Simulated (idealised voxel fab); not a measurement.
Title: Process Module voxel capacitor over wiring
Pictured: cross-section cut, 255 nm wide, on a grid of 5 nm square cells.
This document writes a cross-section as a grid whose cells are square, and gives it as bands, listed from the top down; one or more rows of cells form a band.
Each band's line starts with the height of the band's top and of its bottom, in nm. Then come its materials from left to right, each with its width in nm. One material with "everywhere" fills the band from edge to edge. "empty" is empty space.
Where do heights start? At 0: under that level the wafer as delivered is made of one material only. And the lowest band has no floor; it just carries on downward, as in "from 0 down".
The notation "30 to 40" denotes a width that varies across the rows of cells in the band, beginning at the first number in the top row, finishing at the second number in the bottom row, and changing by an identical amount from each row to the next.
Take "no modifications" at face value: in the step it is given for, the cross-section changed in none of its cells.
For the entry "Fully closed voids", the listed items are empty spaces with no open way to the top whose size is 8 cells or more; each item follows the pattern width x height at distance, where distance is from the left edge and all three are in nm.
Anything after a step's settings on that line? It's the simulator's own note about the step.
overlay nm: step with mask; distance mask lay right of planned place; negative value = left of planned place.

-- The process steps that were planned are listed below
step 1: RECEIVE with material Si
step 2: CONFORMAL_DEP with material SiO2, thk nm 15
step 3: DIRECTIONAL_DEP with material TiN, thk nm 5
step 4: DIRECTIONAL_DEP with material W, thk nm 15
step 5: PATTERN with tone cover, mask id METAL_1, material resist, width nm 20, pitch nm 70, thk nm 15, overlay nm 0
step 6: DIRECTIONAL_ETCH with etch materials W, depth nm 15
step 7: DIRECTIONAL_ETCH with etch materials TiN, depth nm 5
step 8: STRIP with etch materials resist
step 9: CONFORMAL_DEP with material SiN, thk nm 5
step 10: FILL_DEP with material lowk, thk nm 10
step 11: CMP with height nm 35
step 12: CONFORMAL_DEP with material SiCN, thk nm 5
step 13: DIRECTIONAL_DEP with material lowk, thk nm 20
step 14: DIRECTIONAL_DEP with material aC, thk nm 10
step 15: PATTERN with tone open, mask id PLUG_1, material resist, width nm 15, thk nm 25, overlay nm 0
step 16: DIRECTIONAL_ETCH with etch materials aC, depth nm 10
step 17: STRIP with etch materials resist
step 18: DIRECTIONAL_ETCH with etch materials lowk, depth nm 20
step 19: DIRECTIONAL_ETCH with etch materials SiCN, depth nm 5
step 20: STRIP with etch materials aC
step 21: CONFORMAL_DEP with material TiN, thk nm 5
step 22: FILL_DEP with material Ru, thk nm 10
step 23: CMP with height nm 60
step 24: DIRECTIONAL_DEP with material TiN, thk nm 10
step 25: DIRECTIONAL_DEP with material SiN, thk nm 5
step 26: DIRECTIONAL_DEP with material TiN, thk nm 5
step 27: PATTERN with tone cover, mask id UPPER_PLATE, material resist, width nm 55, thk nm 20, overlay nm 0
step 28: DIRECTIONAL_ETCH with etch materials TiN, depth nm 5
step 29: DIRECTIONAL_ETCH with etch materials SiN, depth nm 5
step 30: STRIP with etch materials resist
step 31: MASKED_ETCH with tone cover, mask id LOWER_PLATE, width nm 65, etch materials TiN, depth nm 10, overlay nm 0
step 32: FILL_DEP with material SiO2, thk nm 15
step 33: CMP with height nm 90
step 34: DIRECTIONAL_DEP with material aC, thk nm 15
step 35: PATTERN with tone open, mask id PLUG_2, material resist, width nm 15, thk nm 30, overlay nm 0
step 36: DIRECTIONAL_ETCH with etch materials aC, depth nm 15
step 37: STRIP with etch materials resist
step 38: DIRECTIONAL_ETCH with etch materials SiO2, depth nm 10
step 39: STRIP with etch materials aC
step 40: CONFORMAL_DEP with material TiN, thk nm 5
step 41: FILL_DEP with material Ru, thk nm 5
step 42: CMP with height nm 90
step 43: CONFORMAL_DEP with material SiCN, thk nm 5

-- Cross-section of the wafer as it came to us, i.e., already through step 1
	from 0 down = Si everywhere
	Fully closed voids: none

-- End-of-module XS, first of two wafers, run as planned
	from 95 to 90 = SiCN everywhere
	from 90 to 85 = SiO2=95, TiN=5, Ru=5, TiN=5, SiO2=145
	from 85 to 75 = SiO2=95 to 85, TiN=15 to 55, SiO2=145 to 115
	from 75 to 70 = SiO2=85, SiN=55, SiO2=115
	from 70 to 60 = SiO2=80, TiN=65, SiO2=110
	from 60 to 40 = lowk=85, TiN=5, Ru=5, TiN=5, lowk=155
	from 40 to 35 = SiCN=85, TiN=15, SiCN=155
	from 35 to 20 = lowk=75, SiN=5, W=20, SiN=5, lowk=40, SiN=5, W=20, SiN=5, lowk=80
	from 20 to 15 = SiN=80, TiN=20, SiN=50, TiN=20, SiN=85
	from 15 to 0 = SiO2 everywhere
	from 0 down = Si everywhere
	Fully closed voids: none

-- Module end: cross-section of wafer two of two. Same start and process plan as the first wafer. One mistake during execution
	from 95 to 90 = SiCN everywhere
	from 90 to 85 = Ru=90, TiN=5, SiO2=15, TiN=5, Ru=140
	from 85 to 80 = TiN=95, SiO2=15, TiN=145
	from 80 to 75 = SiO2=85, TiN=55, SiO2=115
	from 75 to 70 = SiO2=85, SiN=55, SiO2=115
	from 70 to 60 = SiO2=80, TiN=65, SiO2=110
	from 60 to 40 = lowk=85, TiN=5, Ru=5, TiN=5, lowk=155
	from 40 to 35 = SiCN=85, TiN=15, SiCN=155
	from 35 to 20 = lowk=75, SiN=5, W=20, SiN=5, lowk=40, SiN=5, W=20, SiN=5, lowk=80
	from 20 to 15 = SiN=80, TiN=20, SiN=50, TiN=20, SiN=85
	from 15 to 0 = SiO2 everywhere
	from 0 down = Si everywhere
	Fully closed voids: none
Run error: step 35 did not use the planned setting and instead ran as PATTERN with tone cover, mask id PLUG_2, material resist, width nm 15, thk nm 30, overlay nm 0
At the finish, the second wafer shows more or fewer cells for some materials than the first does: Ru +45 | SiO2 -90 | TiN +45
